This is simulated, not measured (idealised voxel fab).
Name of the process module below: voxel self aligned vias
Section cut is 290 nm wide and gridded with 5 nm square cells.
A cross-section is a grid of square cells, given in bands from the top down. A band is one or more rows of cells. A band entry consists of two parts. The first gives the height of the band's top and the height of its bottom, in nm. The rest lists the band's materials from left to right, each with its width in nm. A single material labelled with the word "all across" fills the band from edge to edge, and the word "blank" marks empty space. Height 0 is the level under which the wafer as received is all one material. The lowest band goes on downwards, as in "0 down". When a width is written as two numbers, as in "30->40", the first number is the width in the top row of cells of the band and the second is the width in its bottom row, and the width changes by the same amount from each row to the next. "stayed the same" -> step changed no cross-section cell. Enclosed voids (no open way to top), threshold 8 cells or more, entry "Completely enclosed voids", notation width x height at distance, distance from left edge, nm. Heads up: the bit after the settings on a step's line is the simulator's remark on that step. "overlay nm" answers the question of how far to the right of plan the mask lay on a step that has a mask, and when it is negative the answer is to the left.

[This section lists the process steps that were planned]
| 1 | op RECEIVE | material Si |
| 2 | op CONFORMAL_DEP | material SiO2 | thk nm 15 |
| 3 | op CONFORMAL_DEP | material SiCN | thk nm 5 |
| 4 | op DIRECTIONAL_DEP | material SiO2 | thk nm 30 |
| 5 | op DIRECTIONAL_DEP | material aC | thk nm 15 |
| 6 | op PATTERN | tone open | mask id LINES | material resist | width nm 30 | pitch nm 70 | thk nm 30 | overlay nm 0 |
| 7 | op DIRECTIONAL_ETCH | etch materials aC | depth nm 15 |
| 8 | op STRIP | etch materials resist |
| 9 | op DIRECTIONAL_ETCH | etch materials SiO2 | depth nm 30 |
| 10 | op STRIP | etch materials aC |
| 11 | op CONFORMAL_DEP | material TiN | thk nm 5 |
| 12 | op FILL_DEP | material W | thk nm 10 |
| 13 | op CMP | height nm 50 |
| 14 | op SELECTIVE_ETCH | etch materials W Ru TiN | depth nm 10 |
| 15 | op FILL_DEP | material SiN | thk nm 5 |
| 16 | op CMP | height nm 50 |
| 17 | op DIRECTIONAL_DEP | material SiO2 | thk nm 15 |
| 18 | op DIRECTIONAL_DEP | material aC | thk nm 15 |
| 19 | op PATTERN | tone open | mask id VIAS | material resist | width nm 50 | pitch nm 70 | thk nm 30 | overlay nm 0 |
| 20 | op DIRECTIONAL_ETCH | etch materials aC | depth nm 15 |
| 21 | op STRIP | etch materials resist |
| 22 | op DIRECTIONAL_ETCH | etch materials SiO2 | depth nm 15 |
| 23 | op DIRECTIONAL_ETCH | etch materials SiN | depth nm 10 |
| 24 | op STRIP | etch materials aC |
| 25 | op CONFORMAL_DEP | material TiN | thk nm 5 |
| 26 | op FILL_DEP | material W | thk nm 5 |
| 27 | op CMP | height nm 65 |
| 28 | op CONFORMAL_DEP | material SiCN | thk nm 5 |

[Wafer, first of two, run as planned]

[Wafer cross-section on receipt, i.e. after step 1]
- 0 down  Si all across
- Completely enclosed voids: none

[You're looking at a cross-section of the wafer after step 2]
- 15 to 0  SiO2 all across
- Whatever lies below 0 is exactly as it was before.

[You're looking at a cross-section of the wafer after step 3]
- 20 to 15  SiCN all across
- Whatever lies below 15 is exactly as it was before.

[You're looking at a cross-section of the wafer after step 4]
- 50 to 20  SiO2 all across
- Whatever lies below 20 is exactly as it was before.

[You're looking at a cross-section of the wafer after step 5]
- 65 to 50  aC all across
- Whatever lies below 50 is exactly as it was before.

[You're looking at a cross-section of the wafer after step 6]
- 95 to 65  95 resist  30 blank  40 resist  30 blank  95 resist
- Whatever lies below 65 is exactly as it was before.

[You're looking at a cross-section of the wafer after step 7]
- 80 to 65  95 resist  30 blank  40 resist  30 blank  95 resist
- 65 to 50  95 aC  30 blank  40 aC  30 blank  95 aC
- Whatever lies below 50 is exactly as it was before.

[You're looking at a cross-section of the wafer after step 8]
- 65 to 50  95 aC  30 blank  40 aC  30 blank  95 aC
- Whatever lies below 50 is exactly as it was before.

[You're looking at a cross-section of the wafer after step 9]
- 65 to 50  95 aC  30 blank  40 aC  30 blank  95 aC
- 50 to 20  95 SiO2  30 blank  40 SiO2  30 blank  95 SiO2
- Whatever lies below 20 is exactly as it was before.

[You're looking at a cross-section of the wafer after step 10]
- 50 to 20  95 SiO2  30 blank  40 SiO2  30 blank  95 SiO2
- Whatever lies below 20 is exactly as it was before.

[You're looking at a cross-section of the wafer after step 11]
- 55 to 50  100 TiN  20 blank  50 TiN  20 blank  100 TiN
- 50 to 25  95 SiO2  5 TiN  20 blank  5 TiN  40 SiO2  5 TiN  20 blank  5 TiN  95 SiO2
- 25 to 20  95 SiO2  30 TiN  40 SiO2  30 TiN  95 SiO2
- Whatever lies below 20 is exactly as it was before.

[You're looking at a cross-section of the wafer after step 12]
- 65 to 55  W all across
- 55 to 50  100 TiN  20 W  50 TiN  20 W  100 TiN
- 50 to 25  95 SiO2  5 TiN  20 W  5 TiN  40 SiO2  5 TiN  20 W  5 TiN  95 SiO2
- Whatever lies below 25 is exactly as it was before.

[You're looking at a cross-section of the wafer after step 13]
- 50 to 25  95 SiO2  5 TiN  20 W  5 TiN  40 SiO2  5 TiN  20 W  5 TiN  95 SiO2
- Whatever lies below 25 is exactly as it was before.

[You're looking at a cross-section of the wafer after step 14]
- 50 to 40  95 SiO2  30 blank  40 SiO2  30 blank  95 SiO2
- Whatever lies below 40 is exactly as it was before.

[You're looking at a cross-section of the wafer after step 15]
- 55 to 50  SiN all across
- 50 to 40  95 SiO2  30 SiN  40 SiO2  30 SiN  95 SiO2
- Whatever lies below 40 is exactly as it was before.

[You're looking at a cross-section of the wafer after step 16]
- 50 to 40  95 SiO2  30 SiN  40 SiO2  30 SiN  95 SiO2
- Whatever lies below 40 is exactly as it was before.

[You're looking at a cross-section of the wafer after step 17]
- 65 to 50  SiO2 all across
- Whatever lies below 50 is exactly as it was before.

[You're looking at a cross-section of the wafer after step 18]
- 80 to 65  aC all across
- Whatever lies below 65 is exactly as it was before.

[You're looking at a cross-section of the wafer after step 19]
- 110 to 80  85 resist  50 blank  20 resist  50 blank  85 resist
- Whatever lies below 80 is exactly as it was before.

[You're looking at a cross-section of the wafer after step 20]
- 95 to 80  85 resist  50 blank  20 resist  50 blank  85 resist
- 80 to 65  85 aC  50 blank  20 aC  50 blank  85 aC
- Whatever lies below 65 is exactly as it was before.

[You're looking at a cross-section of the wafer after step 21]
- 80 to 65  85 aC  50 blank  20 aC  50 blank  85 aC
- Whatever lies below 65 is exactly as it was before.

[You're looking at a cross-section of the wafer after step 22]
- 80 to 65  85 aC  50 blank  20 aC  50 blank  85 aC
- 65 to 50  85 SiO2  50 blank  20 SiO2  50 blank  85 SiO2
- Whatever lies below 50 is exactly as it was before.

[You're looking at a cross-section of the wafer after step 23]
- 80 to 65  85 aC  50 blank  20 aC  50 blank  85 aC
- 65 to 50  85 SiO2  50 blank  20 SiO2  50 blank  85 SiO2
- 50 to 40  95 SiO2  30 blank  40 SiO2  30 blank  95 SiO2
- Whatever lies below 40 is exactly as it was before.

[You're looking at a cross-section of the wafer after step 24]
- 65 to 50  85 SiO2  50 blank  20 SiO2  50 blank  85 SiO2
- Whatever lies below 50 is exactly as it was before.

[You're looking at a cross-section of the wafer after step 25]
- 70 to 65  90 TiN  40 blank  30 TiN  40 blank  90 TiN
- 65 to 55  85 SiO2  5 TiN  40 blank  5 TiN  20 SiO2  5 TiN  40 blank  5 TiN  85 SiO2
- 55 to 45  85->95 SiO2  15->5 TiN  20 blank  15->5 TiN  20->40 SiO2  15->5 TiN  20 blank  15->5 TiN  85->95 SiO2
- 45 to 40  95 SiO2  30 TiN  40 SiO2  30 TiN  95 SiO2
- Whatever lies below 40 is exactly as it was before.

[You're looking at a cross-section of the wafer after step 26]
- 75 to 70  W all across
- 70 to 65  90 TiN  40 W  30 TiN  40 W  90 TiN
- 65 to 55  85 SiO2  5 TiN  40 W  5 TiN  20 SiO2  5 TiN  40 W  5 TiN  85 SiO2
- 55 to 45  85->95 SiO2  15->5 TiN  20 W  15->5 TiN  20->40 SiO2  15->5 TiN  20 W  15->5 TiN  85->95 SiO2
- Whatever lies below 45 is exactly as it was before.

[You're looking at a cross-section of the wafer after step 27]
- 65 to 55  85 SiO2  5 TiN  40 W  5 TiN  20 SiO2  5 TiN  40 W  5 TiN  85 SiO2
- Whatever lies below 55 is exactly as it was before.

[You're looking at a cross-section of the wafer after step 28]
- 70 to 65  SiCN all across
- Whatever lies below 65 is exactly as it was before.

[Second Wafer (Identical Start and Plan, One Processing Error; Matches First Wafer Through Step 5)]

[Cross-section, second wafer, at the end time the plan gives for step 6]
- 95 to 65  90 resist  30 blank  40 resist  30 blank  100 resist
- Whatever lies below 65 is exactly as it was before.

[Cross-section, second wafer, at the end time the plan gives for step 7]
- 80 to 65  90 resist  30 blank  40 resist  30 blank  100 resist
- 65 to 50  90 aC  30 blank  40 aC  30 blank  100 aC
- Whatever lies below 50 is exactly as it was before.

[Cross-section, second wafer, at the end time the plan gives for step 8]
- 65 to 50  90 aC  30 blank  40 aC  30 blank  100 aC
- Whatever lies below 50 is exactly as it was before.

[Cross-section, second wafer, at the end time the plan gives for step 9]
- 65 to 50  90 aC  30 blank  40 aC  30 blank  100 aC
- 50 to 20  90 SiO2  30 blank  40 SiO2  30 blank  100 SiO2
- Whatever lies below 20 is exactly as it was before.

[Cross-section, second wafer, at the end time the plan gives for step 10]
- 50 to 20  90 SiO2  30 blank  40 SiO2  30 blank  100 SiO2
- Whatever lies below 20 is exactly as it was before.

[Cross-section, second wafer, at the end time the plan gives for step 11]
- 55 to 50  95 TiN  20 blank  50 TiN  20 blank  105 TiN
- 50 to 25  90 SiO2  5 TiN  20 blank  5 TiN  40 SiO2  5 TiN  20 blank  5 TiN  100 SiO2
- 25 to 20  90 SiO2  30 TiN  40 SiO2  30 TiN  100 SiO2
- Whatever lies below 20 is exactly as it was before.

[Cross-section, second wafer, at the end time the plan gives for step 12]
- 65 to 55  W all across
- 55 to 50  95 TiN  20 W  50 TiN  20 W  105 TiN
- 50 to 25  90 SiO2  5 TiN  20 W  5 TiN  40 SiO2  5 TiN  20 W  5 TiN  100 SiO2
- Whatever lies below 25 is exactly as it was before.

[Cross-section, second wafer, at the end time the plan gives for step 13]
- 50 to 25  90 SiO2  5 TiN  20 W  5 TiN  40 SiO2  5 TiN  20 W  5 TiN  100 SiO2
- Whatever lies below 25 is exactly as it was before.

[Cross-section, second wafer, at the end time the plan gives for step 14]
- 50 to 40  90 SiO2  30 blank  40 SiO2  30 blank  100 SiO2
- Whatever lies below 40 is exactly as it was before.

[Cross-section, second wafer, at the end time the plan gives for step 15]
- 55 to 50  SiN all across
- 50 to 40  90 SiO2  30 SiN  40 SiO2  30 SiN  100 SiO2
- Whatever lies below 40 is exactly as it was before.

[Cross-section, second wafer, at the end time the plan gives for step 16]
- 50 to 40  90 SiO2  30 SiN  40 SiO2  30 SiN  100 SiO2
- Whatever lies below 40 is exactly as it was before.

[Cross-section, second wafer, at the end time the plan gives for step 17]
- 65 to 50  SiO2 all across
- Whatever lies below 50 is exactly as it was before.

[Cross-section, second wafer, at the end time the plan gives for step 18]
- 80 to 65  aC all across
- Whatever lies below 65 is exactly as it was before.

[Cross-section, second wafer, at the end time the plan gives for step 19]
- 110 to 80  85 resist  50 blank  20 resist  50 blank  85 resist
- Whatever lies below 80 is exactly as it was before.

[Cross-section, second wafer, at the end time the plan gives for step 20]
- 95 to 80  85 resist  50 blank  20 resist  50 blank  85 resist
- 80 to 65  85 aC  50 blank  20 aC  50 blank  85 aC
- Whatever lies below 65 is exactly as it was before.

[Cross-section, second wafer, at the end time the plan gives for step 21]
- 80 to 65  85 aC  50 blank  20 aC  50 blank  85 aC
- Whatever lies below 65 is exactly as it was before.

[Cross-section, second wafer, at the end time the plan gives for step 22]
- 80 to 65  85 aC  50 blank  20 aC  50 blank  85 aC
- 65 to 50  85 SiO2  50 blank  20 SiO2  50 blank  85 SiO2
- Whatever lies below 50 is exactly as it was before.

[Cross-section, second wafer, at the end time the plan gives for step 23]
- 80 to 65  85 aC  50 blank  20 aC  50 blank  85 aC
- 65 to 50  85 SiO2  50 blank  20 SiO2  50 blank  85 SiO2
- 50 to 40  90 SiO2  30 blank  40 SiO2  30 blank  100 SiO2
- Whatever lies below 40 is exactly as it was before.

[Cross-section, second wafer, at the end time the plan gives for step 24]
- 65 to 50  85 SiO2  50 blank  20 SiO2  50 blank  85 SiO2
- Whatever lies below 50 is exactly as it was before.

[Cross-section, second wafer, at the end time the plan gives for step 25]
- 70 to 65  90 TiN  40 blank  30 TiN  40 blank  90 TiN
- 65 to 55  85 SiO2  5 TiN  40 blank  5 TiN  20 SiO2  5 TiN  40 blank  5 TiN  85 SiO2
- 55 to 45  85->90 SiO2  10->5 TiN  20 blank  20->5 TiN  20->40 SiO2  10->5 TiN  20 blank  20->5 TiN  85->100 SiO2
- 45 to 40  90 SiO2  30 TiN  40 SiO2  30 TiN  100 SiO2
- Whatever lies below 40 is exactly as it was before.

[Cross-section, second wafer, at the end time the plan gives for step 26]
- 75 to 70  W all across
- 70 to 65  90 TiN  40 W  30 TiN  40 W  90 TiN
- 65 to 55  85 SiO2  5 TiN  40 W  5 TiN  20 SiO2  5 TiN  40 W  5 TiN  85 SiO2
- 55 to 45  85->90 SiO2  10->5 TiN  20 W  20->5 TiN  20->40 SiO2  10->5 TiN  20 W  20->5 TiN  85->100 SiO2
- Whatever lies below 45 is exactly as it was before.

[Cross-section, second wafer, at the end time the plan gives for step 27]
- 65 to 55  85 SiO2  5 TiN  40 W  5 TiN  20 SiO2  5 TiN  40 W  5 TiN  85 SiO2
- Whatever lies below 55 is exactly as it was before.

[Cross-section, second wafer, at the end time the plan gives for step 28]
- 70 to 65  SiCN all across
- Whatever lies below 65 is exactly as it was before.
Nonconformance to the process plan: so step 6 ended up running with a different setting than we planned, it ran as op PATTERN | tone open | mask id LINES | material resist | width nm 30 | pitch nm 70 | thk nm 30 | overlay nm -5
at the end the second wafer has, in cells: as many of each material as the first, in other places
